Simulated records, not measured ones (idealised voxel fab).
process module | voxel transistor to metal
cross-section cut | 260 nm wide | cells 5 nm
A cross-section is a grid of square cells, given in bands from the top down. A band is one or more rows of cells.
Each band's line starts with the height of the band's top and of its bottom, in nm. Then come its materials from left to right, each with its width in nm. One material with "throughout" fills the band from edge to edge. "air" is empty space.
Height 0 is the level under which the wafer as received is all one material. The lowest band goes on downwards, as in "0 down".
A width such as "30 to 40" changes by the same amount from each row of cells to the next, from the band's top row to its bottom row.
"no change" after a step means that no cell of the cross-section changed.
closed voids: empty space of 8 cells or more with no open way to the top, each as width x height at its distance from the left edge, in nm
after a step's settings: what the simulator itself notes on the step
overlay nm, on a step with a mask: how far to the right of its planned place the mask lay; to the left if negative
plan
1 op RECEIVE | material Si
2 op OXIDIZE | depth nm 5
3 op CONFORMAL_DEP | material SiN | thk nm 15
4 op PATTERN | tone cover | mask id ACTIVE | material resist | width nm 95 | pitch nm 125 | thk nm 15 | overlay nm 0
5 op DIRECTIONAL_ETCH | etch materials SiN | depth nm 15
6 op DIRECTIONAL_ETCH | etch materials SiO2 | depth nm 5
7 op DIRECTIONAL_ETCH | etch materials Si | depth nm 30
8 op STRIP | etch materials resist
9 op OXIDIZE | depth nm 5
10 op FILL_DEP | material SiO2 | thk nm 10
11 op CMP | height nm 15
12 op SELECTIVE_ETCH | etch materials SiO2 | depth nm 10
13 op STRIP | etch materials SiN
14 op SELECTIVE_ETCH | etch materials SiO2 | depth nm 5
15 op OXIDIZE | depth nm 5
16 op DIRECTIONAL_DEP | material polySi | thk nm 25
17 op DIRECTIONAL_DEP | material SiCN | thk nm 15
18 op MASKED_ETCH | tone cover | mask id GATE | width nm 25 | pitch nm 125 | etch materials SiCN | depth nm 25 | overlay nm 0
19 op MASKED_ETCH | tone cover | mask id GATE | width nm 25 | pitch nm 125 | etch materials polySi | depth nm 35 | overlay nm 0
20 op CONFORMAL_DEP | material SiN | thk nm 5
21 op DIRECTIONAL_ETCH | etch materials SiN | depth nm 5
22 op DIRECTIONAL_ETCH | etch materials SiO2 | depth nm 5
23 op DIRECTIONAL_ETCH | etch materials Si | depth nm 15
24 op EPI | material SiGe | thk nm 15
25 op FILL_DEP | material SiO2 | thk nm 5
26 op CMP | height nm 35
27 op DIRECTIONAL_DEP | material SiO2 | thk nm 15
28 op MASKED_ETCH | tone open | mask id CONTACT | width nm 25 | etch materials SiO2 | depth nm 60 | overlay nm 0
29 op CONFORMAL_DEP | material TiN | thk nm 5
30 op FILL_DEP | material W | thk nm 5
31 op CMP | height nm 50
32 op CONFORMAL_DEP | material SiN | thk nm 5
33 op DIRECTIONAL_DEP | material SiO2 | thk nm 15
34 op DIRECTIONAL_DEP | material aC | thk nm 15
35 op PATTERN | tone open | mask id METAL_1 | material resist | width nm 15 | thk nm 30 | overlay nm 0
36 op DIRECTIONAL_ETCH | etch materials aC | depth nm 15
37 op STRIP | etch materials resist
38 op DIRECTIONAL_ETCH | etch materials SiO2 | depth nm 15
39 op DIRECTIONAL_ETCH | etch materials SiN | depth nm 5
40 op STRIP | etch materials aC
41 op CONFORMAL_DEP | material TiN | thk nm 5
42 op FILL_DEP | material Cu | thk nm 10
43 op CMP | height nm 70
44 op CONFORMAL_DEP | material SiN | thk nm 5
as received, after step 1
  0 down: Si throughout
  closed voids: none
a wafer at the end: this start, this plan, one mistake
  75 to 70: SiN throughout
  70 to 55: SiO2 25 | TiN 5 | Cu 5 | TiN 5 | SiO2 55 | TiN 5 | Cu 5 | TiN 5 | SiO2 40 | TiN 5 | Cu 5 | TiN 5 | SiO2 55 | TiN 5 | Cu 5 | TiN 5 | SiO2 25
  55 to 50: SiN 25 | TiN 15 | SiN 55 | TiN 15 | SiN 40 | TiN 15 | SiN 55 | TiN 15 | SiN 25
  50 to 30: SiO2 25 | TiN 5 | W 15 | TiN 5 | SiO2 35 | TiN 5 | W 15 | TiN 5 | SiO2 40 | TiN 5 | W 15 | TiN 5 | SiO2 35 | TiN 5 | W 15 | TiN 5 | SiO2 25
  30 to 20: SiO2 25 | TiN 5 | W 15 | TiN 5 | SiN 5 | SiCN 25 | SiN 5 | TiN 5 | W 15 | TiN 5 | SiO2 40 | TiN 5 | W 15 | TiN 5 | SiN 5 | SiCN 25 | SiN 5 | TiN 5 | W 15 | TiN 5 | SiO2 25
  20 to 10: SiO2 25 | TiN 5 | W 15 | TiN 5 | SiN 5 | polySi 25 | SiN 5 | TiN 5 | W 15 | TiN 5 | SiO2 40 | TiN 5 | W 15 | TiN 5 | SiN 5 | polySi 25 | SiN 5 | TiN 5 | W 15 | TiN 5 | SiO2 25
  10 to 5: SiO2 25 | TiN 25 | SiN 5 | polySi 25 | SiN 5 | TiN 25 | SiO2 40 | TiN 25 | SiN 5 | polySi 25 | SiN 5 | TiN 25 | SiO2 25
  5 to 0: SiO2 25 | TiN 10 | SiGe 15 | SiN 5 | polySi 25 | SiN 5 | SiGe 15 | TiN 10 | SiO2 40 | TiN 10 | SiGe 15 | SiN 5 | polySi 25 | SiN 5 | SiGe 15 | TiN 10 | SiO2 25
  0 to -5: SiO2 15 | SiN 5 | SiO2 5 | TiN 10 | SiGe 15 | SiN 5 | polySi 25 | SiN 5 | SiGe 15 | TiN 10 | SiO2 5 | SiN 5 | SiO2 20 | SiN 5 | SiO2 5 | TiN 10 | SiGe 15 | SiN 5 | polySi 25 | SiN 5 | SiGe 15 | TiN 10 | SiO2 5 | SiN 5 | SiO2 15
  -5 to -10: SiO2 25 | TiN 10 | SiGe 15 | SiO2 35 | SiGe 15 | TiN 10 | SiO2 40 | TiN 10 | SiGe 15 | SiO2 35 | SiGe 15 | TiN 10 | SiO2 25
  -10 to -25: SiO2 25 | SiGe 25 | Si 35 | SiGe 25 | SiO2 40 | SiGe 25 | Si 35 | SiGe 25 | SiO2 25
  -25 to -40: SiO2 25 | Si 85 | SiO2 40 | Si 85 | SiO2 25
  -40 down: Si throughout
  closed voids: none
what went wrong: step 17 ran as: op DIRECTIONAL_DEP | material SiCN | thk nm 10
